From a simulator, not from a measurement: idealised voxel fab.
Documented hereafter: the process module known as voxel double patterning.
The figure presents cross-section cut, which has a width of 290 nm and is divided into square cells with an edge length of 5 nm.
The cross-sections in this document take the form of a grid made of square cells. They are written out as bands, in order from top to bottom. Each band consists of one or more rows of cells.
Top height, bottom height, nm. Materials left to right, width each, nm. Single material + "full width" = fills band edge to edge. "blank" = empty.
For the purposes of this specification, 0 denotes the height below which the wafer in its as-received condition is composed wholly of one material, and the lowermost band, lacking a lower limit, extends downward without end, as expressed in "0 down".
Width "30..40": first value at the band's top row of cells, second value at its bottom row, equal change from row to row.
"no alterations made" -> step changed no cross-section cell.
What "Enclosed empty spaces" gives you is every empty space of 8 cells or more that is cut off from the top. Each appears as width x height at distance, with the distance taken from the left edge and width, height and distance all in nm.
Whatever follows a step's settings on its line is a remark the simulator itself makes about that step.
"overlay nm" denotes, for a step that has a mask, the displacement of the mask to the right of its planned place, with negative values corresponding to the left.
[Below is the list of planned process steps]
- 1: RECEIVE [material Si]
- 2: CONFORMAL_DEP [material SiO2] [thk nm 5]
- 3: DIRECTIONAL_DEP [material TiN] [thk nm 20]
- 4: DIRECTIONAL_DEP [material SiCN] [thk nm 10]
- 5: DIRECTIONAL_DEP [material aC] [thk nm 10]
- 6: PATTERN [tone open] [mask id FIRST] [material resist] [width nm 15] [pitch nm 50] [thk nm 25] [overlay nm 0]
- 7: DIRECTIONAL_ETCH [etch materials aC] [depth nm 10]
- 8: STRIP [etch materials resist]
- 9: DIRECTIONAL_ETCH [etch materials SiCN] [depth nm 10]
- 10: STRIP [etch materials aC]
- 11: DIRECTIONAL_DEP [material aC] [thk nm 15]
- 12: PATTERN [tone open] [mask id SECOND] [material resist] [width nm 15] [pitch nm 50] [thk nm 35] [overlay nm 0]
- 13: DIRECTIONAL_ETCH [etch materials aC] [depth nm 15]
- 14: STRIP [etch materials resist]
- 15: DIRECTIONAL_ETCH [etch materials SiCN] [depth nm 10]
- 16: STRIP [etch materials aC]
- 17: DIRECTIONAL_ETCH [etch materials TiN] [depth nm 20]
- 18: STRIP [etch materials SiCN]
[Wafer cross-section on receipt, i.e. after step 1]
0 down = Si full width
Enclosed empty spaces: none
[The following cross-section depicts the wafer upon conclusion of the module. Processing commenced from the starting condition illustrated above and adhered to the plan illustrated above, save for one mistake in execution]
45 to 25 = 85 nm TiN, then 15 nm blank, then 10 nm TiN, then 15 nm blank, then 10 nm TiN, then 15 nm blank, then 10 nm TiN, then 15 nm blank, then 10 nm TiN, then 15 nm blank, then 90 nm TiN
25 to 5 = TiN full width
5 to 0 = SiO2 full width
0 down = Si full width
Enclosed empty spaces: none
What broke from the plan during processing? it should be noted that step 3 of the plan was executed twice
